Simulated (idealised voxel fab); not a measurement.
process module | voxel transistor to metal
cross-section cut | 155 nm wide | cells 5 nm
A cross-section is a grid of square cells, given in bands from the top down. A band is one or more rows of cells.
Each band's line starts with the height of the band's top and of its bottom, in nm. Then come its materials from left to right, each with its width in nm. One material with "throughout" fills the band from edge to edge. "air" is empty space.
Height 0 is the level under which the wafer as received is all one material. The lowest band goes on downwards, as in "0 down".
A width such as "30 to 40" changes by the same amount from each row of cells to the next, from the band's top row to its bottom row.
"no change" after a step means that no cell of the cross-section changed.
closed voids: empty space of 8 cells or more with no open way to the top, each as width x height at its distance from the left edge, in nm
after a step's settings: what the simulator itself notes on the step
overlay nm, on a step with a mask: how far to the right of its planned place the mask lay; to the left if negative
plan
1 op RECEIVE | material Si
2 op OXIDIZE | depth nm 5
3 op CONFORMAL_DEP | material SiN | thk nm 15
4 op MASKED_ETCH | tone cover | mask id ACTIVE | width nm 105 | etch materials SiN | depth nm 15 | overlay nm 0
5 op MASKED_ETCH | tone cover | mask id ACTIVE | width nm 105 | etch materials SiO2 | depth nm 5 | overlay nm 0
6 op MASKED_ETCH | tone cover | mask id ACTIVE | width nm 105 | etch materials Si | depth nm 35 | overlay nm 0
7 op OXIDIZE | depth nm 5
8 op FILL_DEP | material SiO2 | thk nm 10
9 op CMP | height nm 15
10 op SELECTIVE_ETCH | etch materials SiO2 | depth nm 10
11 op STRIP | etch materials SiN
12 op SELECTIVE_ETCH | etch materials SiO2 | depth nm 5
13 op OXIDIZE | depth nm 5
14 op DIRECTIONAL_DEP | material polySi | thk nm 25
15 op DIRECTIONAL_DEP | material SiCN | thk nm 15
16 op DIRECTIONAL_DEP | material aC | thk nm 10
17 op PATTERN | tone cover | mask id GATE | material resist | width nm 15 | thk nm 25 | overlay nm 0
18 op DIRECTIONAL_ETCH | etch materials aC | depth nm 10
19 op STRIP | etch materials resist
20 op DIRECTIONAL_ETCH | etch materials SiCN | depth nm 25
21 op DIRECTIONAL_ETCH | etch materials polySi | depth nm 35
22 op STRIP | etch materials aC
23 op CONFORMAL_DEP | material SiO2 | thk nm 5
24 op DIRECTIONAL_ETCH | etch materials SiO2 | depth nm 5
25 op CONFORMAL_DEP | material SiN | thk nm 10
26 op DIRECTIONAL_ETCH | etch materials SiN | depth nm 10
27 op DIRECTIONAL_ETCH | etch materials SiO2 | depth nm 5
28 op DIRECTIONAL_ETCH | etch materials Si | depth nm 5
29 op EPI | material pSi | thk nm 10
30 op FILL_DEP | material SiO2 | thk nm 5
31 op CMP | height nm 35
32 op DIRECTIONAL_DEP | material SiO2 | thk nm 15
33 op PATTERN | tone open | mask id CONTACT | material resist | width nm 20 | pitch nm 65 | thk nm 20 | overlay nm 0
34 op DIRECTIONAL_ETCH | etch materials SiO2 | depth nm 50
35 op STRIP | etch materials resist
36 op CONFORMAL_DEP | material TiN | thk nm 5
37 op FILL_DEP | material W | thk nm 5
38 op CMP | height nm 50
39 op CONFORMAL_DEP | material SiCN | thk nm 5
40 op DIRECTIONAL_DEP | material SiO2 | thk nm 25
41 op PATTERN | tone open | mask id METAL_1 | material resist | width nm 20 | pitch nm 65 | thk nm 15 | overlay nm 0
42 op DIRECTIONAL_ETCH | etch materials SiO2 | depth nm 25
43 op DIRECTIONAL_ETCH | etch materials SiCN | depth nm 5
44 op STRIP | etch materials resist
45 op CONFORMAL_DEP | material TiN | thk nm 5
46 op FILL_DEP | material W | thk nm 5
47 op CMP | height nm 80
48 op EPI | material Ru | thk nm 5
49 op FILL_DEP | material SiCN | thk nm 5
as received, after step 1
  0 down: Si throughout
  closed voids: none
a wafer at the end: this start, this plan, one mistake
  90 to 85: SiCN throughout
  85 to 80: SiCN 30 | Ru 30 | SiCN 35 | Ru 30 | SiCN 30
  80 to 55: SiO2 35 | TiN 5 | W 10 | TiN 5 | SiO2 45 | TiN 5 | W 10 | TiN 5 | SiO2 35
  55 to 50: SiCN 35 | TiN 20 | SiCN 45 | TiN 20 | SiCN 35
  50 to 35: SiO2 35 | TiN 5 | W 10 | TiN 5 | SiO2 45 | TiN 5 | W 10 | TiN 5 | SiO2 35
  35 to 20: SiO2 35 | TiN 5 | W 10 | TiN 5 | SiO2 5 | SiN 10 | SiCN 15 | SiN 10 | SiO2 5 | TiN 5 | W 10 | TiN 5 | SiO2 35
  20 to 5: SiO2 35 | TiN 5 | W 10 | TiN 5 | SiO2 5 | SiN 10 | polySi 15 | SiN 10 | SiO2 5 | TiN 5 | W 10 | TiN 5 | SiO2 35
  5 to 0: SiO2 35 | TiN 20 | SiO2 5 | SiN 10 | polySi 15 | SiN 10 | SiO2 5 | TiN 20 | SiO2 35
  0 to -5: SiO2 50 | pSi 10 | SiN 10 | polySi 15 | SiN 10 | pSi 10 | SiO2 50
  -5 to -10: SiO2 20 | SiN 10 | pSi 30 | SiN 10 | SiO2 15 | SiN 10 | pSi 30 | SiN 10 | SiO2 20
  -10 to -15: SiO2 30 | pSi 30 | Si 35 | pSi 30 | SiO2 30
  -15 to -45: SiO2 30 | Si 95 | SiO2 30
  -45 down: Si throughout
  closed voids: none
what went wrong: step 23 was left out
